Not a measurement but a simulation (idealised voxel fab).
Process module heading - voxel wiring stack
It is cross-section cut that appears here, measuring 185 nm in width, its square cells being 5 nm in size.
Throughout this document, each cross-section is represented as a grid of square cells and is presented as a sequence of bands enumerated from the top downward, where a band comprises one or more rows of cells. This entry defines a band. It first specifies the height of the band's top and the height of its bottom in nm, and then specifies the band's materials from left to right, stating each material with its width in nm. The word "throughout" identifies a single material that fills the band from edge to edge, while the word "empty" identifies empty space. We count height from 0. Below that, the starting wafer is all one material. The lowest band never ends at the bottom but goes on down; see "0 down" for how that is written. The expression "30->40" gives the width at the extremes of the band, the first number at its top row of cells and the second at its bottom row, with the width changing by equal amounts from each row to the next in between. "all unchanged", as given for a step, is the statement that not any cell of the cross-section underwent a change during that step. Heads up: "Enclosed void catalog" only lists the empty pockets with no open path to the top that are 8 cells or more, and it writes them as width x height at distance, distance from the left edge, in nm. On each step's line, the part that comes after the settings is the simulator's own comment on the step. overlay nm: mask offset rightward from planned place, masked step; negative means leftward offset.

[Set out below are the planned steps of the process]
step 1: RECEIVE: material Si
step 2: CONFORMAL_DEP: material SiO2, thk nm 15
step 3: DIRECTIONAL_DEP: material TiN, thk nm 5
step 4: DIRECTIONAL_DEP: material W, thk nm 25
step 5: DIRECTIONAL_DEP: material aC, thk nm 10
step 6: PATTERN: tone cover, mask id METAL_1, material resist, width nm 25, pitch nm 55, thk nm 30, overlay nm 0
step 7: DIRECTIONAL_ETCH: etch materials aC, depth nm 10
step 8: STRIP: etch materials resist
step 9: DIRECTIONAL_ETCH: etch materials W, depth nm 25
step 10: DIRECTIONAL_ETCH: etch materials TiN, depth nm 5
step 11: STRIP: etch materials aC
step 12: CONFORMAL_DEP: material SiN, thk nm 5
step 13: FILL_DEP: material lowk, thk nm 5
step 14: CMP: height nm 45
step 15: CONFORMAL_DEP: material SiCN, thk nm 5
step 16: DIRECTIONAL_DEP: material lowk, thk nm 20
step 17: DIRECTIONAL_DEP: material aC, thk nm 10
step 18: PATTERN: tone open, mask id PLUG_1, material resist, width nm 15, pitch nm 110, thk nm 25, overlay nm 0
step 19: DIRECTIONAL_ETCH: etch materials aC, depth nm 10
step 20: STRIP: etch materials resist
step 21: DIRECTIONAL_ETCH: etch materials lowk, depth nm 20
step 22: DIRECTIONAL_ETCH: etch materials SiCN, depth nm 5
step 23: STRIP: etch materials aC
step 24: CONFORMAL_DEP: material TiN, thk nm 5
step 25: FILL_DEP: material W, thk nm 5
step 26: CMP: height nm 70
step 27: CONFORMAL_DEP: material SiN, thk nm 5
step 28: DIRECTIONAL_DEP: material lowk, thk nm 15
step 29: MASKED_ETCH: tone open, mask id METAL_2, width nm 25, pitch nm 55, etch materials lowk, depth nm 15, overlay nm 0
step 30: MASKED_ETCH: tone open, mask id METAL_2, width nm 25, pitch nm 55, etch materials SiN, depth nm 5, overlay nm 0
step 31: CONFORMAL_DEP: material TiN, thk nm 5
step 32: FILL_DEP: material Cu, thk nm 10
step 33: CMP: height nm 90
step 34: EPI: material Ru, thk nm 5
step 35: FILL_DEP: material SiCN, thk nm 5
step 36: DIRECTIONAL_DEP: material lowk, thk nm 10
step 37: PATTERN: tone open, mask id PLUG_2, material resist, width nm 15, pitch nm 55, thk nm 15, overlay nm 0
step 38: DIRECTIONAL_ETCH: etch materials lowk, depth nm 10
step 39: DIRECTIONAL_ETCH: etch materials SiCN, depth nm 5
step 40: STRIP: etch materials resist
step 41: CONFORMAL_DEP: material TiN, thk nm 5
step 42: FILL_DEP: material W, thk nm 10
step 43: CMP: height nm 110
step 44: CONFORMAL_DEP: material SiCN, thk nm 5
step 45: DIRECTIONAL_DEP: material lowk, thk nm 15
step 46: MASKED_ETCH: tone open, mask id METAL_3, width nm 25, pitch nm 55, etch materials lowk, depth nm 15, overlay nm 0
step 47: MASKED_ETCH: tone open, mask id METAL_3, width nm 25, pitch nm 55, etch materials SiCN, depth nm 5, overlay nm 0
step 48: CONFORMAL_DEP: material TiN, thk nm 5
step 49: FILL_DEP: material Ru, thk nm 10
step 50: CMP: height nm 130
step 51: EPI: material Ru, thk nm 5
step 52: FILL_DEP: material SiCN, thk nm 5

[Cross-section of the incoming wafer, state after step 1]
    0 down: Si throughout
    Enclosed void catalog: none

[The module was run from the start shown above using the plan shown above, but one mistake was made doing it; the resulting wafer cross-section is below]
    140 to 135: SiCN throughout
    135 to 130: SiCN (20) | Ru (35) | SiCN (20) | Ru (35) | SiCN (20) | Ru (35) | SiCN (20)
    130 to 115: lowk (25) | TiN (5) | Ru (15) | TiN (5) | lowk (30) | TiN (5) | Ru (15) | TiN (5) | lowk (30) | TiN (5) | Ru (15) | TiN (5) | lowk (25)
    115 to 110: SiCN (25) | TiN (25) | SiCN (30) | TiN (25) | SiCN (30) | TiN (25) | SiCN (25)
    110 to 100: lowk (25) | TiN (5) | W (5) | TiN (5) | lowk (40) | TiN (5) | W (5) | TiN (5) | lowk (40) | TiN (5) | W (5) | TiN (5) | lowk (35)
    100 to 95: SiCN (25) | TiN (15) | SiCN (40) | TiN (15) | SiCN (40) | TiN (15) | SiCN (35)
    95 to 90: SiCN (20) | Ru (35) | SiCN (20) | Ru (35) | SiCN (20) | Ru (35) | SiCN (20)
    90 to 85: lowk (25) | TiN (5) | Cu (15) | TiN (5) | lowk (30) | TiN (5) | Cu (15) | TiN (5) | lowk (30) | TiN (5) | Cu (15) | TiN (5) | lowk (25)
    85 to 80: SiN (25) | TiN (25) | SiN (30) | TiN (25) | SiN (30) | TiN (25) | SiN (25)
    80 to 70: SiN throughout
    70 to 50: lowk (25) | TiN (5) | W (5) | TiN (5) | lowk (95) | TiN (5) | W (5) | TiN (5) | lowk (35)
    50 to 45: SiCN (25) | TiN (15) | SiCN (95) | TiN (15) | SiCN (35)
    45 to 20: lowk (20) | SiN (5) | W (25) | SiN (5) | lowk (20) | SiN (5) | W (25) | SiN (5) | lowk (20) | SiN (5) | W (25) | SiN (5) | lowk (20)
    20 to 15: SiN (25) | TiN (25) | SiN (30) | TiN (25) | SiN (30) | TiN (25) | SiN (25)
    15 to 0: SiO2 throughout
    0 down: Si throughout
    Enclosed void catalog: none
Want to know what went wrong? contrary to plan, step 27 was performed as CONFORMAL_DEP: material SiN, thk nm 15
